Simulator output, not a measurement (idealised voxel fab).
Process module under the name voxel self aligned vias
This is section cut - it's 205 nm across, gridded in 5 nm square cells.
Throughout this document, each cross-section is represented as a grid of square cells and is presented as a sequence of bands enumerated from the top downward, where a band comprises one or more rows of cells. Basically the band line says how high the top is and how high the bottom is, in nm, and then what's in it from left to right, every material with its width in nm. Empty space shows up as "blank", and if a single material carries "all across" it runs the full band edge to edge. Heights from 0 (as-received wafer is one material below). Bottom band endless downward, as "0 -> down". The two numbers in a width such as "30..40" mark its ends across the band: the first belongs to the top row of cells, the second to the bottom row, and from each row to the next the width moves by the same amount. A step reported as "all unchanged" is a step in which no cell of the cross-section changed. For the entry "Unvented cavities", the listed items are empty spaces with no open way to the top whose size is 8 cells or more; each item follows the pattern width x height at distance, where distance is from the left edge and all three are in nm. Post-settings text on a step line: simulator's own remark regarding the step. The line of a step may include "overlay nm". On a step with a mask, this value is how far to the right of its planned place the mask lay. A negative value means the mask lay to the left.

-- Planned step list for the process
- 1: RECEIVE: material Si
- 2: CONFORMAL_DEP: material SiO2, thk nm 10
- 3: CONFORMAL_DEP: material SiCN, thk nm 5
- 4: DIRECTIONAL_DEP: material SiO2, thk nm 25
- 5: PATTERN: tone open, mask id LINES, material resist, width nm 20, pitch nm 65, thk nm 20, overlay nm -10
- 6: DIRECTIONAL_ETCH: etch materials SiO2, depth nm 25
- 7: STRIP: etch materials resist
- 8: CONFORMAL_DEP: material TiN, thk nm 5
- 9: FILL_DEP: material W, thk nm 10
- 10: CMP: height nm 40
- 11: SELECTIVE_ETCH: etch materials W Ru TiN, depth nm 5
- 12: FILL_DEP: material SiN, thk nm 5
- 13: CMP: height nm 40
- 14: DIRECTIONAL_DEP: material SiO2, thk nm 20
- 15: PATTERN: tone open, mask id VIAS, material resist, width nm 40, pitch nm 130, thk nm 20, overlay nm 0
- 16: DIRECTIONAL_ETCH: etch materials SiO2, depth nm 20
- 17: DIRECTIONAL_ETCH: etch materials SiN, depth nm 5
- 18: STRIP: etch materials resist
- 19: CONFORMAL_DEP: material TiN, thk nm 5
- 20: FILL_DEP: material Ru, thk nm 5
- 21: CMP: height nm 60
- 22: CONFORMAL_DEP: material SiN, thk nm 5
For clarity, it should be stated that the wafers under discussion commence in an identical condition and differ with respect to the overlay nm of step 5, the plan indicating the value that the first wafer had.

-- Cut through the first of several wafers as received, post step 1
* 0 -> down = Si all across
* Unvented cavities: none

-- First wafer of several, cross-section, module end, after step 22 (last)
* 65 -> 60 = SiN all across
* 60 -> 45 = SiO2=15 / TiN=5 / Ru=30 / TiN=5 / SiO2=90 / TiN=5 / Ru=30 / TiN=5 / SiO2=20
* 45 -> 40 = SiO2=15 / TiN=5 / Ru=10 / TiN=25 / SiO2=90 / TiN=5 / Ru=10 / TiN=25 / SiO2=20
* 40 -> 35 = SiO2=15 / TiN=20 / SiO2=45 / SiN=20 / SiO2=45 / TiN=20 / SiO2=40
* 35 -> 20 = SiO2=15 / TiN=5 / W=10 / TiN=5 / SiO2=45 / TiN=5 / W=10 / TiN=5 / SiO2=45 / TiN=5 / W=10 / TiN=5 / SiO2=40
* 20 -> 15 = SiO2=15 / TiN=20 / SiO2=45 / TiN=20 / SiO2=45 / TiN=20 / SiO2=40
* 15 -> 10 = SiCN all across
* 10 -> 0 = SiO2 all across
* 0 -> down = Si all across
* Unvented cavities: none

-- Final wafer cross-section at module end
* 65 -> 60 = SiN all across
* 60 -> 45 = SiO2=15 / TiN=5 / Ru=30 / TiN=5 / SiO2=90 / TiN=5 / Ru=30 / TiN=5 / SiO2=20
* 45 -> 40 = SiO2=15 / TiN=30 / Ru=5 / TiN=5 / SiO2=90 / TiN=30 / Ru=5 / TiN=5 / SiO2=20
* 40 -> 35 = SiO2=40 / TiN=15 / SiN=5 / SiO2=45 / SiN=20 / SiO2=45 / TiN=15 / SiN=5 / SiO2=15
* 35 -> 20 = SiO2=40 / TiN=5 / W=10 / TiN=5 / SiO2=45 / TiN=5 / W=10 / TiN=5 / SiO2=45 / TiN=5 / W=10 / TiN=5 / SiO2=15
* 20 -> 15 = SiO2=40 / TiN=20 / SiO2=45 / TiN=20 / SiO2=45 / TiN=20 / SiO2=15
* 15 -> 10 = SiCN all across
* 10 -> 0 = SiO2 all across
* 0 -> down = Si all across
* Unvented cavities: none

-- Per-wafer rows below. For each material: cells gained (+) or lost (-) since the wafer was received, as of end of module. Then: closed voids
overlay nm -10, +40 Ru, +41 SiCN, +45 SiN, +327 SiO2, +62 TiN, +18 W, Unvented cavities: none
overlay nm -5, +40 Ru, +41 SiCN, +45 SiN, +327 SiO2, +62 TiN, +18 W, Unvented cavities: none
overlay nm 0, +40 Ru, +41 SiCN, +45 SiN, +327 SiO2, +62 TiN, +18 W, Unvented cavities: none
overlay nm 5, +40 Ru, +41 SiCN, +45 SiN, +327 SiO2, +62 TiN, +18 W, Unvented cavities: none
overlay nm 10, +40 Ru, +41 SiCN, +45 SiN, +327 SiO2, +62 TiN, +18 W, Unvented cavities: none
overlay nm 15, +38 Ru, +41 SiCN, +47 SiN, +327 SiO2, +62 TiN, +18 W, Unvented cavities: none
